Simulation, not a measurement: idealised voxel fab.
Presented below is a process module, voxel self aligned contacts.
Cross-section cut spans 290 nm and uses square cells 5 nm in size.
Just so we're on the same page, the cross-sections are grids of square cells, and they're listed out in bands top to bottom, each band one or more rows deep. What a band's entry tells you: where the top is and where the bottom is, as heights in nm, and after that what lies inside, material by material from left to right, each with its width in nm. Empty space is written as the word "empty", and a single material marked with the word "edge to edge" occupies the band from edge to edge. Height 0 is the level under which the wafer as received is all one material. The lowest band goes on downwards, as in "from 0 down". You'd read "30 to 40" like this: the band's top row of cells is as wide as the first number, its bottom row is as wide as the second, and going down, every row changes width by the same amount as the row before did. When a step is marked "no change occurred", none of the cells in the cross-section changed during that step. For the entry "Sealed-off cavities", the listed items are empty spaces with no open way to the top whose size is 8 cells or more; each item follows the pattern width x height at distance, where distance is from the left edge and all three are in nm. Formally, on a step line, whatever follows the settings is a remark that the simulator itself makes on the step. The line of a step may include "overlay nm". On a step with a mask, this value is how far to the right of its planned place the mask lay. A negative value means the mask lay to the left.

## Here's what the planned process steps look like
step 1: RECEIVE | material Si
step 2: CONFORMAL_DEP | material SiO2 | thk nm 5
step 3: DIRECTIONAL_DEP | material polySi | thk nm 25
step 4: DIRECTIONAL_DEP | material SiN | thk nm 20
step 5: DIRECTIONAL_DEP | material aC | thk nm 10
step 6: PATTERN | tone cover | mask id GATE | material resist | width nm 25 | pitch nm 80 | thk nm 25 | overlay nm 0
step 7: DIRECTIONAL_ETCH | etch materials aC | depth nm 10
step 8: STRIP | etch materials resist
step 9: DIRECTIONAL_ETCH | etch materials SiN | depth nm 20
step 10: DIRECTIONAL_ETCH | etch materials polySi | depth nm 25
step 11: STRIP | etch materials aC
step 12: CONFORMAL_DEP | material SiN | thk nm 10
step 13: DIRECTIONAL_ETCH | etch materials SiN | depth nm 10
step 14: FILL_DEP | material SiO2 | thk nm 15
step 15: CMP | height nm 55
step 16: MASKED_ETCH | tone open | mask id CONTACT | width nm 65 | pitch nm 80 | etch materials SiO2 | depth nm 55 | overlay nm 0
step 17: CONFORMAL_DEP | material TiN | thk nm 5
step 18: FILL_DEP | material W | thk nm 5
step 19: CMP | height nm 55
step 20: CONFORMAL_DEP | material SiN | thk nm 5
varied across the wafers: width nm of step 6. The plan shows the first wafer's value. All wafers start alike

## First of several wafers (as received, post step 1), cross-sectional view
    from 0 down = Si edge to edge
    Sealed-off cavities: none

## Row per wafer, end-of-module: cell gain (+)/loss (-) by material since the wafer came in, then closed voids
width nm 25; +226 SiN; +229 SiO2; +66 TiN; +100 W; +75 polySi; Sealed-off cavities: none
width nm 30; +238 SiN; +222 SiO2; +66 TiN; +80 W; +90 polySi; Sealed-off cavities: none
width nm 35; +250 SiN; +215 SiO2; +66 TiN; +60 W; +105 polySi; Sealed-off cavities: none
width nm 40; +262 SiN; +208 SiO2; +66 TiN; +40 W; +120 polySi; Sealed-off cavities: none
width nm 45; +274 SiN; +201 SiO2; +66 TiN; +20 W; +135 polySi; Sealed-off cavities: none
width nm 50; +286 SiN; +194 SiO2; +66 TiN; +150 polySi; Sealed-off cavities: none
